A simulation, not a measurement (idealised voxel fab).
process module | voxel quadruple lines
FYI the section here is cut, 230 nm wide, cells are 5 nm squares.
Cross-section, as written here: a square-cell grid given band by band from the top down, where a band holds one or more rows of cells.
Quick guide to a band line: top height, bottom height (nm) up front; then every material left to right with its width in nm. Only one material and it's marked "throughout"? Then it fills the band edge to edge. And "blank" just means empty space.
Zero point of the height axis is 0; under it, received wafer = one material. Lowest band: continues down indefinitely, "0 down".
It should be noted that a width expressed as "30..40" varies in equal increments from row to row of cells within the band, taking the value of the first number at the top row and that of the second number at the bottom row.
The cross-section has no changed cell in any step marked "same as before".
Voids not open to the top, 8 cells minimum: see "Closed cavities". Written width x height at distance; distance is from the left edge; nm.
Anything after a step's settings on that line? It's the simulator's own note about the step.
A step's line can hold "overlay nm"; with a mask on that step, the setting says how far right of the planned place the mask lay, while a negative setting says it lay to the left.
THE PROCESS STEPS THAT WERE PLANNED ARE LISTED BELOW
1. RECEIVE: material Si
2. CONFORMAL_DEP: material SiO2, thk nm 10
3. DIRECTIONAL_DEP: material Ru, thk nm 10
4. DIRECTIONAL_DEP: material polySi, thk nm 20
5. DIRECTIONAL_DEP: material aC, thk nm 20
6. PATTERN: tone cover, mask id MANDREL, material resist, width nm 35, pitch nm 100, thk nm 30, overlay nm 0
7. DIRECTIONAL_ETCH: etch materials aC, depth nm 20
8. STRIP: etch materials resist
9. CONFORMAL_DEP: material SiO2, thk nm 15
10. DIRECTIONAL_ETCH: etch materials SiO2, depth nm 15
11. STRIP: etch materials aC
12. DIRECTIONAL_ETCH: etch materials polySi, depth nm 20
13. STRIP: etch materials SiO2
14. CONFORMAL_DEP: material SiN, thk nm 10
15. DIRECTIONAL_ETCH: etch materials SiN, depth nm 10
16. STRIP: etch materials polySi
17. DIRECTIONAL_ETCH: etch materials Ru, depth nm 10
18. STRIP: etch materials SiN
CONCERNING THE FIRST OF TWO WAFERS, WHICH WAS RUN IN ACCORDANCE WITH THE PLAN
STEP 1 COMPLETE: CROSS-SECTION OF THE WAFER AS RECEIVED
* 0 down  Si throughout
* Closed cavities: none
ONCE STEP 2 IS THROUGH, THE WAFER LOOKS LIKE THIS IN CROSS-SECTION
* 10 to 0  SiO2 throughout
* Everything under 0 stays put, no change at all.
ONCE STEP 3 IS THROUGH, THE WAFER LOOKS LIKE THIS IN CROSS-SECTION
* 20 to 10  Ru throughout
* Everything under 10 stays put, no change at all.
ONCE STEP 4 IS THROUGH, THE WAFER LOOKS LIKE THIS IN CROSS-SECTION
* 40 to 20  polySi throughout
* Everything under 20 stays put, no change at all.
ONCE STEP 5 IS THROUGH, THE WAFER LOOKS LIKE THIS IN CROSS-SECTION
* 60 to 40  aC throughout
* Everything under 40 stays put, no change at all.
ONCE STEP 6 IS THROUGH, THE WAFER LOOKS LIKE THIS IN CROSS-SECTION
* 90 to 60  blank=45 | resist=35 | blank=65 | resist=35 | blank=50
* Everything under 60 stays put, no change at all.
ONCE STEP 7 IS THROUGH, THE WAFER LOOKS LIKE THIS IN CROSS-SECTION
* 70 to 60  blank=45 | resist=35 | blank=65 | resist=35 | blank=50
* 60 to 40  blank=45 | aC=35 | blank=65 | aC=35 | blank=50
* Everything under 40 stays put, no change at all.
ONCE STEP 8 IS THROUGH, THE WAFER LOOKS LIKE THIS IN CROSS-SECTION
* 60 to 40  blank=45 | aC=35 | blank=65 | aC=35 | blank=50
* Everything under 40 stays put, no change at all.
ONCE STEP 9 IS THROUGH, THE WAFER LOOKS LIKE THIS IN CROSS-SECTION
* 75 to 60  blank=30 | SiO2=65 | blank=35 | SiO2=65 | blank=35
* 60 to 55  blank=30 | SiO2=15 | aC=35 | SiO2=15 | blank=35 | SiO2=15 | aC=35 | SiO2=15 | blank=35
* 55 to 40  SiO2=45 | aC=35 | SiO2=65 | aC=35 | SiO2=50
* Everything under 40 stays put, no change at all.
ONCE STEP 10 IS THROUGH, THE WAFER LOOKS LIKE THIS IN CROSS-SECTION
* 60 to 40  blank=30 | SiO2=15 | aC=35 | SiO2=15 | blank=35 | SiO2=15 | aC=35 | SiO2=15 | blank=35
* Everything under 40 stays put, no change at all.
ONCE STEP 11 IS THROUGH, THE WAFER LOOKS LIKE THIS IN CROSS-SECTION
* 60 to 40  blank=30 | SiO2=15 | blank=35 | SiO2=15 | blank=35 | SiO2=15 | blank=35 | SiO2=15 | blank=35
* Everything under 40 stays put, no change at all.
ONCE STEP 12 IS THROUGH, THE WAFER LOOKS LIKE THIS IN CROSS-SECTION
* 60 to 40  blank=30 | SiO2=15 | blank=35 | SiO2=15 | blank=35 | SiO2=15 | blank=35 | SiO2=15 | blank=35
* 40 to 20  blank=30 | polySi=15 | blank=35 | polySi=15 | blank=35 | polySi=15 | blank=35 | polySi=15 | blank=35
* Everything under 20 stays put, no change at all.
ONCE STEP 13 IS THROUGH, THE WAFER LOOKS LIKE THIS IN CROSS-SECTION
* 40 to 20  blank=30 | polySi=15 | blank=35 | polySi=15 | blank=35 | polySi=15 | blank=35 | polySi=15 | blank=35
* Everything under 20 stays put, no change at all.
ONCE STEP 14 IS THROUGH, THE WAFER LOOKS LIKE THIS IN CROSS-SECTION
* 50 to 40  blank=20 | SiN=35 | blank=15 | SiN=35 | blank=15 | SiN=35 | blank=15 | SiN=35 | blank=25
* 40 to 30  blank=20 | SiN=10 | polySi=15 | SiN=10 | blank=15 | SiN=10 | polySi=15 | SiN=10 | blank=15 | SiN=10 | polySi=15 | SiN=10 | blank=15 | SiN=10 | polySi=15 | SiN=10 | blank=25
* 30 to 20  SiN=30 | polySi=15 | SiN=35 | polySi=15 | SiN=35 | polySi=15 | SiN=35 | polySi=15 | SiN=35
* Everything under 20 stays put, no change at all.
ONCE STEP 15 IS THROUGH, THE WAFER LOOKS LIKE THIS IN CROSS-SECTION
* 40 to 20  blank=20 | SiN=10 | polySi=15 | SiN=10 | blank=15 | SiN=10 | polySi=15 | SiN=10 | blank=15 | SiN=10 | polySi=15 | SiN=10 | blank=15 | SiN=10 | polySi=15 | SiN=10 | blank=25
* Everything under 20 stays put, no change at all.
ONCE STEP 16 IS THROUGH, THE WAFER LOOKS LIKE THIS IN CROSS-SECTION
* 40 to 20  blank=20 | SiN=10 | blank=15 | SiN=10 | blank=15 | SiN=10 | blank=15 | SiN=10 | blank=15 | SiN=10 | blank=15 | SiN=10 | blank=15 | SiN=10 | blank=15 | SiN=10 | blank=25
* Everything under 20 stays put, no change at all.
ONCE STEP 17 IS THROUGH, THE WAFER LOOKS LIKE THIS IN CROSS-SECTION
* 40 to 20  blank=20 | SiN=10 | blank=15 | SiN=10 | blank=15 | SiN=10 | blank=15 | SiN=10 | blank=15 | SiN=10 | blank=15 | SiN=10 | blank=15 | SiN=10 | blank=15 | SiN=10 | blank=25
* 20 to 10  blank=20 | Ru=10 | blank=15 | Ru=10 | blank=15 | Ru=10 | blank=15 | Ru=10 | blank=15 | Ru=10 | blank=15 | Ru=10 | blank=15 | Ru=10 | blank=15 | Ru=10 | blank=25
* Everything under 10 stays put, no change at all.
ONCE STEP 18 IS THROUGH, THE WAFER LOOKS LIKE THIS IN CROSS-SECTION
* 20 to 10  blank=20 | Ru=10 | blank=15 | Ru=10 | blank=15 | Ru=10 | blank=15 | Ru=10 | blank=15 | Ru=10 | blank=15 | Ru=10 | blank=15 | Ru=10 | blank=15 | Ru=10 | blank=25
* Everything under 10 stays put, no change at all.
SECOND WAFER, SAME STARTING CONDITIONS AND RECIPE AS THE FIRST, ONE MISTAKE IN EXECUTING IT, NOTHING DIFFERS FROM THE FIRST UP TO AND INCLUDING STEP 2
CROSS-SECTIONAL REPRESENTATION OF THE SECOND WAFER AT THE TIME DESIGNATED IN THE PLAN FOR THE COMPLETION OF STEP 3
* 30 to 10  polySi throughout
* Everything under 10 stays put, no change at all.
CROSS-SECTIONAL REPRESENTATION OF THE SECOND WAFER AT THE TIME DESIGNATED IN THE PLAN FOR THE COMPLETION OF STEP 4
* 40 to 30  Ru throughout
* Everything under 30 stays put, no change at all.
CROSS-SECTIONAL REPRESENTATION OF THE SECOND WAFER AT THE TIME DESIGNATED IN THE PLAN FOR THE COMPLETION OF STEP 5
* 60 to 40  aC throughout
* Everything under 40 stays put, no change at all.
CROSS-SECTIONAL REPRESENTATION OF THE SECOND WAFER AT THE TIME DESIGNATED IN THE PLAN FOR THE COMPLETION OF STEP 6
* 90 to 60  blank=45 | resist=35 | blank=65 | resist=35 | blank=50
* Everything under 60 stays put, no change at all.
CROSS-SECTIONAL REPRESENTATION OF THE SECOND WAFER AT THE TIME DESIGNATED IN THE PLAN FOR THE COMPLETION OF STEP 7
* 70 to 60  blank=45 | resist=35 | blank=65 | resist=35 | blank=50
* 60 to 40  blank=45 | aC=35 | blank=65 | aC=35 | blank=50
* Everything under 40 stays put, no change at all.
CROSS-SECTIONAL REPRESENTATION OF THE SECOND WAFER AT THE TIME DESIGNATED IN THE PLAN FOR THE COMPLETION OF STEP 8
* 60 to 40  blank=45 | aC=35 | blank=65 | aC=35 | blank=50
* Everything under 40 stays put, no change at all.
CROSS-SECTIONAL REPRESENTATION OF THE SECOND WAFER AT THE TIME DESIGNATED IN THE PLAN FOR THE COMPLETION OF STEP 9
* 75 to 60  blank=30 | SiO2=65 | blank=35 | SiO2=65 | blank=35
* 60 to 55  blank=30 | SiO2=15 | aC=35 | SiO2=15 | blank=35 | SiO2=15 | aC=35 | SiO2=15 | blank=35
* 55 to 40  SiO2=45 | aC=35 | SiO2=65 | aC=35 | SiO2=50
* Everything under 40 stays put, no change at all.
CROSS-SECTIONAL REPRESENTATION OF THE SECOND WAFER AT THE TIME DESIGNATED IN THE PLAN FOR THE COMPLETION OF STEP 10
* 60 to 40  blank=30 | SiO2=15 | aC=35 | SiO2=15 | blank=35 | SiO2=15 | aC=35 | SiO2=15 | blank=35
* Everything under 40 stays put, no change at all.
CROSS-SECTIONAL REPRESENTATION OF THE SECOND WAFER AT THE TIME DESIGNATED IN THE PLAN FOR THE COMPLETION OF STEP 11
* 60 to 40  blank=30 | SiO2=15 | blank=35 | SiO2=15 | blank=35 | SiO2=15 | blank=35 | SiO2=15 | blank=35
* Everything under 40 stays put, no change at all.
Cross-sectional representation of the second wafer at the time designated in the plan for the completion of step 12: same as before
CROSS-SECTIONAL REPRESENTATION OF THE SECOND WAFER AT THE TIME DESIGNATED IN THE PLAN FOR THE COMPLETION OF STEP 13
* 40 to 30  Ru throughout
* Everything under 30 stays put, no change at all.
CROSS-SECTIONAL REPRESENTATION OF THE SECOND WAFER AT THE TIME DESIGNATED IN THE PLAN FOR THE COMPLETION OF STEP 14
* 50 to 40  SiN throughout
* Everything under 40 stays put, no change at all.
CROSS-SECTIONAL REPRESENTATION OF THE SECOND WAFER AT THE TIME DESIGNATED IN THE PLAN FOR THE COMPLETION OF STEP 15
* 40 to 30  Ru throughout
* Everything under 30 stays put, no change at all.
Cross-sectional representation of the second wafer at the time designated in the plan for the completion of step 16: same as before
CROSS-SECTIONAL REPRESENTATION OF THE SECOND WAFER AT THE TIME DESIGNATED IN THE PLAN FOR THE COMPLETION OF STEP 17
* 30 to 10  polySi throughout
* Everything under 10 stays put, no change at all.
Cross-sectional representation of the second wafer at the time designated in the plan for the completion of step 18: same as before
Deviation noted in wafer processing: so 3 and 4 got swapped relative to the plan, each ran where the other was supposed to
Once processing is complete, comparing cell counts shows that the second wafer has more or fewer of certain materials than the first: 32 fewer of Ru; 184 more of polySi
